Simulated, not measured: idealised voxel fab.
process module | voxel trench capacitor
Cross-section cut: width 225 nm, square cells of 5 nm.
When this document writes out a cross-section, it uses a grid of square cells and lists it as bands, beginning at the top and moving down, with a band standing for one or more rows of cells. The band entry comprises the height of the band's top followed by the height of its bottom, expressed in nm, and subsequently the band's materials from left to right, each stated together with its width in nm. Where a single material is marked with the word "edge to edge", that material fills the band from edge to edge. The word "empty" represents empty space. For the purposes of this specification, 0 denotes the height below which the wafer in its as-received condition is composed wholly of one material, and the lowermost band, lacking a lower limit, extends downward without end, as expressed in "0..down". A width given as "30->40" starts at the first number in the band's top row and ends at the second number in its bottom row, shifting by an equal amount at every step from row to row. Key: "remains unaltered" - step with no changed cell in the cross-section. In the "Sealed void list" entry, you get each enclosed empty space of 8 cells or more, one with no open way to the top, written width x height at distance, distance from the left edge, in nm. Formally, on a step line, whatever follows the settings is a remark that the simulator itself makes on the step. A step's line can hold "overlay nm"; with a mask on that step, the setting says how far right of the planned place the mask lay, while a negative setting says it lay to the left.
## These are the steps we planned for the process
| 1 | RECEIVE: material Si |
| 2 | CONFORMAL_DEP: material SiN, thk nm 5 |
| 3 | PATTERN: tone open, mask id TRENCH, material resist, width nm 25, pitch nm 45, thk nm 15, overlay nm 0 |
| 4 | DIRECTIONAL_ETCH: etch materials SiN, depth nm 5 |
| 5 | DIRECTIONAL_ETCH: etch materials Si, depth nm 40 |
| 6 | STRIP: etch materials resist |
| 7 | CONFORMAL_DEP: material Al2O3, thk nm 5 |
| 8 | FILL_DEP: material polySi, thk nm 5 |
| 9 | CMP: height nm 5 |
## The first of two wafers, run as planned
## As received (post step 1): cross-section
* 0..down: Si edge to edge
* Sealed void list: none
## Cross-section of the wafer after step 2
* 5..0: SiN edge to edge
* Unchanged below 0.
## Cross-section of the wafer after step 3
* 20..5: 30 nm resist  25 nm empty  20 nm resist  25 nm empty  20 nm resist  25 nm empty  20 nm resist  25 nm empty  35 nm resist
* Unchanged below 5.
## Cross-section of the wafer after step 4
* 20..5: 30 nm resist  25 nm empty  20 nm resist  25 nm empty  20 nm resist  25 nm empty  20 nm resist  25 nm empty  35 nm resist
* 5..0: 30 nm SiN  25 nm empty  20 nm SiN  25 nm empty  20 nm SiN  25 nm empty  20 nm SiN  25 nm empty  35 nm SiN
* Unchanged below 0.
## Cross-section of the wafer after step 5
* 20..5: 30 nm resist  25 nm empty  20 nm resist  25 nm empty  20 nm resist  25 nm empty  20 nm resist  25 nm empty  35 nm resist
* 5..0: 30 nm SiN  25 nm empty  20 nm SiN  25 nm empty  20 nm SiN  25 nm empty  20 nm SiN  25 nm empty  35 nm SiN
* 0..-40: 30 nm Si  25 nm empty  20 nm Si  25 nm empty  20 nm Si  25 nm empty  20 nm Si  25 nm empty  35 nm Si
* Unchanged below -40.
## Cross-section of the wafer after step 6
* 5..0: 30 nm SiN  25 nm empty  20 nm SiN  25 nm empty  20 nm SiN  25 nm empty  20 nm SiN  25 nm empty  35 nm SiN
* Unchanged below 0.
## Cross-section of the wafer after step 7
* 10..5: 35 nm Al2O3  15 nm empty  30 nm Al2O3  15 nm empty  30 nm Al2O3  15 nm empty  30 nm Al2O3  15 nm empty  40 nm Al2O3
* 5..0: 30 nm SiN  5 nm Al2O3  15 nm empty  5 nm Al2O3  20 nm SiN  5 nm Al2O3  15 nm empty  5 nm Al2O3  20 nm SiN  5 nm Al2O3  15 nm empty  5 nm Al2O3  20 nm SiN  5 nm Al2O3  15 nm empty  5 nm Al2O3  35 nm SiN
* 0..-35: 30 nm Si  5 nm Al2O3  15 nm empty  5 nm Al2O3  20 nm Si  5 nm Al2O3  15 nm empty  5 nm Al2O3  20 nm Si  5 nm Al2O3  15 nm empty  5 nm Al2O3  20 nm Si  5 nm Al2O3  15 nm empty  5 nm Al2O3  35 nm Si
* -35..-40: 30 nm Si  25 nm Al2O3  20 nm Si  25 nm Al2O3  20 nm Si  25 nm Al2O3  20 nm Si  25 nm Al2O3  35 nm Si
* Unchanged below -40.
## Cross-section of the wafer after step 8
* 15..10: polySi edge to edge
* 10..5: 35 nm Al2O3  15 nm polySi  30 nm Al2O3  15 nm polySi  30 nm Al2O3  15 nm polySi  30 nm Al2O3  15 nm polySi  40 nm Al2O3
* 5..0: 30 nm SiN  5 nm Al2O3  15 nm polySi  5 nm Al2O3  20 nm SiN  5 nm Al2O3  15 nm polySi  5 nm Al2O3  20 nm SiN  5 nm Al2O3  15 nm polySi  5 nm Al2O3  20 nm SiN  5 nm Al2O3  15 nm polySi  5 nm Al2O3  35 nm SiN
* 0..-35: 30 nm Si  5 nm Al2O3  15 nm polySi  5 nm Al2O3  20 nm Si  5 nm Al2O3  15 nm polySi  5 nm Al2O3  20 nm Si  5 nm Al2O3  15 nm polySi  5 nm Al2O3  20 nm Si  5 nm Al2O3  15 nm polySi  5 nm Al2O3  35 nm Si
* Unchanged below -35.
## Cross-section of the wafer after step 9
* 5..0: 30 nm SiN  5 nm Al2O3  15 nm polySi  5 nm Al2O3  20 nm SiN  5 nm Al2O3  15 nm polySi  5 nm Al2O3  20 nm SiN  5 nm Al2O3  15 nm polySi  5 nm Al2O3  20 nm SiN  5 nm Al2O3  15 nm polySi  5 nm Al2O3  35 nm SiN
* Unchanged below 0.
## Notes, second wafer: start = first wafer's, plan = first wafer's, execution had one mistake; history identical to first through step 2
## Second wafer, cross-section, planned end of step 3
* 20..5: 35 nm resist  15 nm empty  30 nm resist  15 nm empty  30 nm resist  15 nm empty  30 nm resist  15 nm empty  40 nm resist
* Unchanged below 5.
## Second wafer, cross-section, planned end of step 4
* 20..5: 35 nm resist  15 nm empty  30 nm resist  15 nm empty  30 nm resist  15 nm empty  30 nm resist  15 nm empty  40 nm resist
* 5..0: 35 nm SiN  15 nm empty  30 nm SiN  15 nm empty  30 nm SiN  15 nm empty  30 nm SiN  15 nm empty  40 nm SiN
* Unchanged below 0.
## Second wafer, cross-section, planned end of step 5
* 20..5: 35 nm resist  15 nm empty  30 nm resist  15 nm empty  30 nm resist  15 nm empty  30 nm resist  15 nm empty  40 nm resist
* 5..0: 35 nm SiN  15 nm empty  30 nm SiN  15 nm empty  30 nm SiN  15 nm empty  30 nm SiN  15 nm empty  40 nm SiN
* 0..-40: 35 nm Si  15 nm empty  30 nm Si  15 nm empty  30 nm Si  15 nm empty  30 nm Si  15 nm empty  40 nm Si
* Unchanged below -40.
## Second wafer, cross-section, planned end of step 6
* 5..0: 35 nm SiN  15 nm empty  30 nm SiN  15 nm empty  30 nm SiN  15 nm empty  30 nm SiN  15 nm empty  40 nm SiN
* Unchanged below 0.
## Second wafer, cross-section, planned end of step 7
* 10..5: 40 nm Al2O3  5 nm empty  40 nm Al2O3  5 nm empty  40 nm Al2O3  5 nm empty  40 nm Al2O3  5 nm empty  45 nm Al2O3
* 5..0: 35 nm SiN  5 nm Al2O3  5 nm empty  5 nm Al2O3  30 nm SiN  5 nm Al2O3  5 nm empty  5 nm Al2O3  30 nm SiN  5 nm Al2O3  5 nm empty  5 nm Al2O3  30 nm SiN  5 nm Al2O3  5 nm empty  5 nm Al2O3  40 nm SiN
* 0..-35: 35 nm Si  5 nm Al2O3  5 nm empty  5 nm Al2O3  30 nm Si  5 nm Al2O3  5 nm empty  5 nm Al2O3  30 nm Si  5 nm Al2O3  5 nm empty  5 nm Al2O3  30 nm Si  5 nm Al2O3  5 nm empty  5 nm Al2O3  40 nm Si
* -35..-40: 35 nm Si  15 nm Al2O3  30 nm Si  15 nm Al2O3  30 nm Si  15 nm Al2O3  30 nm Si  15 nm Al2O3  40 nm Si
* Unchanged below -40.
## Second wafer, cross-section, planned end of step 8
* 15..10: polySi edge to edge
* 10..5: 40 nm Al2O3  5 nm polySi  40 nm Al2O3  5 nm polySi  40 nm Al2O3  5 nm polySi  40 nm Al2O3  5 nm polySi  45 nm Al2O3
* 5..0: 35 nm SiN  5 nm Al2O3  5 nm polySi  5 nm Al2O3  30 nm SiN  5 nm Al2O3  5 nm polySi  5 nm Al2O3  30 nm SiN  5 nm Al2O3  5 nm polySi  5 nm Al2O3  30 nm SiN  5 nm Al2O3  5 nm polySi  5 nm Al2O3  40 nm SiN
* 0..-35: 35 nm Si  5 nm Al2O3  5 nm polySi  5 nm Al2O3  30 nm Si  5 nm Al2O3  5 nm polySi  5 nm Al2O3  30 nm Si  5 nm Al2O3  5 nm polySi  5 nm Al2O3  30 nm Si  5 nm Al2O3  5 nm polySi  5 nm Al2O3  40 nm Si
* Unchanged below -35.
## Second wafer, cross-section, planned end of step 9
* 5..0: 35 nm SiN  5 nm Al2O3  5 nm polySi  5 nm Al2O3  30 nm SiN  5 nm Al2O3  5 nm polySi  5 nm Al2O3  30 nm SiN  5 nm Al2O3  5 nm polySi  5 nm Al2O3  30 nm SiN  5 nm Al2O3  5 nm polySi  5 nm Al2O3  40 nm SiN
* Unchanged below 0.
The mistake made against the process plan was this: so step 3 ended up running with a different setting than we planned, it ran as PATTERN: tone open, mask id TRENCH, material resist, width nm 15, pitch nm 45, thk nm 15, overlay nm 0
Counted in cells at the end, the second wafer holds more or fewer of these materials than the first: Al2O3 -8 | Si +64 | SiN +8 | polySi -64
